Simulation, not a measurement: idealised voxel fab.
Process module heading - voxel released beams
Section cut is 220 nm wide and gridded with 5 nm square cells.
Notation: cross-section as square-cell grid; stated in bands, top first, going down; one or more cell rows per band.
Per band: top height and bottom height in nm, followed by the left-to-right materials and their widths in nm; "full width" marks a single material spanning edge to edge, "blank" marks empty space.
Height is counted from the level 0, under which the received wafer is composed throughout of one material. The lowest of the bands is not closed at the bottom but continues downward, in the notation "0 and below".
The width entry "30->40" should be interpreted row by row: the top row of cells in the band takes the first number, the bottom row takes the second number, and the change between adjacent rows is uniform throughout.
Given "remained unchanged" for a step, no cell of the cross-section differs between before and after that step.
For the entry "Enclosed cavities", the listed items are empty spaces with no open way to the top whose size is 8 cells or more; each item follows the pattern width x height at distance, where distance is from the left edge and all three are in nm.
The remark found on a step's line after its settings is issued by the simulator itself and pertains to that step.
overlay nm: on a step with a mask, how far right of its planned place the mask lay; negative means left.

# Planned process steps
- 1: RECEIVE: material Si
- 2: CONFORMAL_DEP: material SiN, thk nm 5
- 3: DIRECTIONAL_DEP: material SiO2, thk nm 20
- 4: PATTERN: tone open, mask id ANCHOR, material resist, width nm 30, thk nm 15, overlay nm 0
- 5: DIRECTIONAL_ETCH: etch materials SiO2, depth nm 20
- 6: STRIP: etch materials resist
- 7: CONFORMAL_DEP: material polySi, thk nm 10
- 8: PATTERN: tone cover, mask id BEAM, material resist, width nm 95, thk nm 15, overlay nm 0
- 9: DIRECTIONAL_ETCH: etch materials polySi, depth nm 10
- 10: STRIP: etch materials resist
- 11: STRIP: etch materials SiO2

# Cross-section: wafer on arrival = after step 1
> 0 and below | Si full width
> Enclosed cavities: none

# Sectioned view, first of two wafers, at the close of the module, processed as intended in the plan
> 35 down to 25 | blank: 60, then polySi: 15, then blank: 10, then polySi: 70, then blank: 65
> 25 down to 15 | blank: 65, then polySi: 10, then blank: 10, then polySi: 10, then blank: 125
> 15 down to 5 | blank: 65, then polySi: 30, then blank: 125
> 5 down to 0 | SiN full width
> 0 and below | Si full width
> Enclosed cavities: none

# Second wafer cross-section at end of module - shared start and plan with the first, one mistake in the run
> 35 down to 25 | blank: 60, then polySi: 45, then blank: 115
> 25 down to 15 | blank: 55, then polySi: 10, then SiO2: 30, then polySi: 10, then blank: 115
> 15 down to 5 | blank: 55, then polySi: 10, then SiO2: 30, then polySi: 60, then blank: 65
> 5 down to 0 | SiN full width
> 0 and below | Si full width
> Enclosed cavities: none
What went wrong in running the wafer? step 4 went in with a setting other than planned; the actual run was PATTERN: tone cover, mask id ANCHOR, material resist, width nm 30, thk nm 15, overlay nm 0
Final cells, second wafer relative to first, materials higher or lower: 24 more of SiO2
